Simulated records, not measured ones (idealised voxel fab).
A process module follows: voxel ribs on slabs.
The figure presents cross-section cut, which has a width of 235 nm and is divided into square cells with an edge length of 5 nm.
Format of a cross-section: grid, square cells. Given as bands. Order: top down. Band: one or more rows of cells. Read a band's entry like this: the first values are the height of its top and the height of its bottom in nm, and what follows is the sequence of materials from left to right, each with its width in nm. Note that "empty" is empty space, and that a single material marked "everywhere" reaches across the band from edge to edge. Height reference: 0 = level under which incoming wafer is all one material. Lowest band: no bottom, runs on downward, e.g. "0 and below". You'd read "30->40" like this: the band's top row of cells is as wide as the first number, its bottom row is as wide as the second, and going down, every row changes width by the same amount as the row before did. Basically "nothing got changed" means that step didn't change any cell in the cross-section. Under "Sealed cavities" you'll find the enclosed gaps, the ones with no way out to the top, that are 8 cells or bigger; each reads width x height at distance, with distance counted from the left edge, everything in nm. Whatever follows a step's settings on its line is a remark the simulator itself makes about that step. The optional step-line setting "overlay nm" applies to steps with a mask and quantifies how far to the right of its planned location the mask lay, a negative value indicating leftward placement.
**plan**
1: RECEIVE: material Si
2: DIRECTIONAL_DEP: material SiO2, thk nm 30
3: DIRECTIONAL_DEP: material SiN, thk nm 20
4: PATTERN: tone cover, mask id RIB, material resist, width nm 25, thk nm 20, overlay nm 0
5: DIRECTIONAL_ETCH: etch materials SiN, depth nm 15
6: STRIP: etch materials resist
7: DIRECTIONAL_DEP: material aC, thk nm 15
8: PATTERN: tone cover, mask id SLAB, material resist, width nm 65, thk nm 35, overlay nm 0
9: DIRECTIONAL_ETCH: etch materials aC, depth nm 15
10: STRIP: etch materials resist
11: DIRECTIONAL_ETCH: etch materials SiN, depth nm 5
12: STRIP: etch materials aC
13: FILL_DEP: material SiO2, thk nm 25
14: CMP: height nm 65
15: DIRECTIONAL_DEP: material W, thk nm 5
16: MASKED_ETCH: tone cover, mask id HEATER, width nm 35, etch materials W, depth nm 5, overlay nm 0
17: CONFORMAL_DEP: material SiO2, thk nm 5
**Shown in cross-section is the wafer as received, that is, as it stands after step 1**
* 0 and below | Si everywhere
* Sealed cavities: none
**End-of-module cross-section of the first of two wafers, processed as planned**
* 75 down to 70 | empty 95 nm  SiO2 45 nm  empty 95 nm
* 70 down to 65 | SiO2 100 nm  W 35 nm  SiO2 100 nm
* 65 down to 50 | SiO2 everywhere
* 50 down to 35 | SiO2 105 nm  SiN 25 nm  SiO2 105 nm
* 35 down to 30 | SiO2 85 nm  SiN 65 nm  SiO2 85 nm
* 30 down to 0 | SiO2 everywhere
* 0 and below | Si everywhere
* Sealed cavities: none
**End of module, second wafer, cross-section. Started like the first, planned like the first, run with one mistake**
* 70 down to 65 | empty 100 nm  W 35 nm  empty 100 nm
* 65 down to 50 | SiO2 everywhere
* 50 down to 35 | SiO2 105 nm  SiN 25 nm  SiO2 105 nm
* 35 down to 30 | SiO2 85 nm  SiN 65 nm  SiO2 85 nm
* 30 down to 0 | SiO2 everywhere
* 0 and below | Si everywhere
* Sealed cavities: none
It is concluded that the wafer was processed incorrectly with respect to the plan, in that the plan's step 17 was left out and never carried out
Once processing is complete, comparing cell counts shows that the second wafer has more or fewer of certain materials than the first: -49 SiO2
